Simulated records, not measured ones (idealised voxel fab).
The process module that follows is named voxel gate over fins.
This is section cut - it's 240 nm across, gridded in 5 nm square cells.
Cross-section = grid of square cells, listed top down in bands; band = one or more rows. Within each band entry, the heights of the top and of the bottom of the band appear first, in that order and in nm; the materials of the band then follow from left to right, each with its corresponding width in nm. The designation "throughout" on a single material indicates that it fills the band from edge to edge; the designation "air" indicates empty space. A quick word on heights: they are counted from 0, and under that level the wafer as it came to us is one material throughout. The lowest band is different from the rest in having no bottom; it simply continues downward, written as in "0 nm and below". So if you see something like "30->40" for the width, read it as the top row of the band sitting at the first number and the bottom row at the second, with every row in between moving by the same amount as the last. Any step labelled "nothing different" changed none of the cells in the cross-section. "Closed void listing" lists enclosed empty spaces (at least 8 cells, no open path upward to the top), each as width x height at distance from the left edge, in nm. Note: text after step settings on the step line = simulator remark on that step. overlay nm: on a step with a mask, how far right of its planned place the mask lay; negative means left.
Planned process steps
1,RECEIVE | material Si
2,CONFORMAL_DEP | material SiN | thk nm 5
3,MASKED_ETCH | tone cover | mask id FINS | width nm 15 | pitch nm 40 | etch materials SiN | depth nm 5 | overlay nm 0
4,MASKED_ETCH | tone cover | mask id FINS | width nm 15 | pitch nm 40 | etch materials Si | depth nm 40 | overlay nm 0
5,FILL_DEP | material SiO2 | thk nm 10
6,CMP | height nm 5
7,SELECTIVE_ETCH | etch materials SiO2 | depth nm 20
8,STRIP | etch materials SiN
9,CONFORMAL_DEP | material HfO2 | thk nm 5
10,CONFORMAL_DEP | material TiN | thk nm 5
11,CONFORMAL_DEP | material TiAl | thk nm 5
12,CONFORMAL_DEP | material TiN | thk nm 5
13,FILL_DEP | material W | thk nm 10
14,CMP | height nm 25
15,CONFORMAL_DEP | material SiN | thk nm 5
The cross-section here shows the wafer as received, i.e. in its state after step 1
	0 nm and below  Si throughout
	Closed void listing: none
This is how the wafer looks in cross-section once the module is done, given the starting state and plan above and one mistake in carrying the plan out
	30 nm to 25 nm  SiN throughout
	25 nm to 20 nm  W throughout
	20 nm to 15 nm  30 of W, then 175 of TiN, then 35 of W
	15 nm to 10 nm  30 of W, then 5 of TiN, then 165 of TiAl, then 5 of TiN, then 35 of W
	10 nm to 5 nm  30 of W, then 5 of TiN, then 5 of TiAl, then 35 of TiN, then 5 of TiAl, then 35 of TiN, then 5 of TiAl, then 35 of TiN, then 5 of TiAl, then 35 of TiN, then 5 of TiAl, then 5 of TiN, then 35 of W
	5 nm to 0 nm  35 of TiN, then 5 of TiAl, then 5 of TiN, then 25 of HfO2, then 5 of TiN, then 5 of TiAl, then 5 of TiN, then 25 of HfO2, then 5 of TiN, then 5 of TiAl, then 5 of TiN, then 25 of HfO2, then 5 of TiN, then 5 of TiAl, then 5 of TiN, then 25 of HfO2, then 5 of TiN, then 5 of TiAl, then 40 of TiN
	0 nm to -5 nm  40 of TiAl, then 5 of TiN, then 5 of HfO2, then 15 of Si, then 5 of HfO2, then 5 of TiN, then 5 of TiAl, then 5 of TiN, then 5 of HfO2, then 15 of Si, then 5 of HfO2, then 5 of TiN, then 5 of TiAl, then 5 of TiN, then 5 of HfO2, then 15 of Si, then 5 of HfO2, then 5 of TiN, then 5 of TiAl, then 5 of TiN, then 5 of HfO2, then 15 of Si, then 5 of HfO2, then 5 of TiN, then 45 of TiAl
	-5 nm to -10 nm  45 of TiN, then 5 of HfO2, then 15 of Si, then 5 of HfO2, then 15 of TiN, then 5 of HfO2, then 15 of Si, then 5 of HfO2, then 15 of TiN, then 5 of HfO2, then 15 of Si, then 5 of HfO2, then 15 of TiN, then 5 of HfO2, then 15 of Si, then 5 of HfO2, then 50 of TiN
	-10 nm to -15 nm  50 of HfO2, then 15 of Si, then 25 of HfO2, then 15 of Si, then 25 of HfO2, then 15 of Si, then 25 of HfO2, then 15 of Si, then 55 of HfO2
	-15 nm to -35 nm  50 of SiO2, then 15 of Si, then 25 of SiO2, then 15 of Si, then 25 of SiO2, then 15 of Si, then 25 of SiO2, then 15 of Si, then 55 of SiO2
	-35 nm and below  Si throughout
	Closed void listing: none
Want to know what went wrong? step 4 changed vs plan, executed as MASKED_ETCH | tone cover | mask id FINS | width nm 15 | pitch nm 40 | etch materials Si | depth nm 35 | overlay nm 0
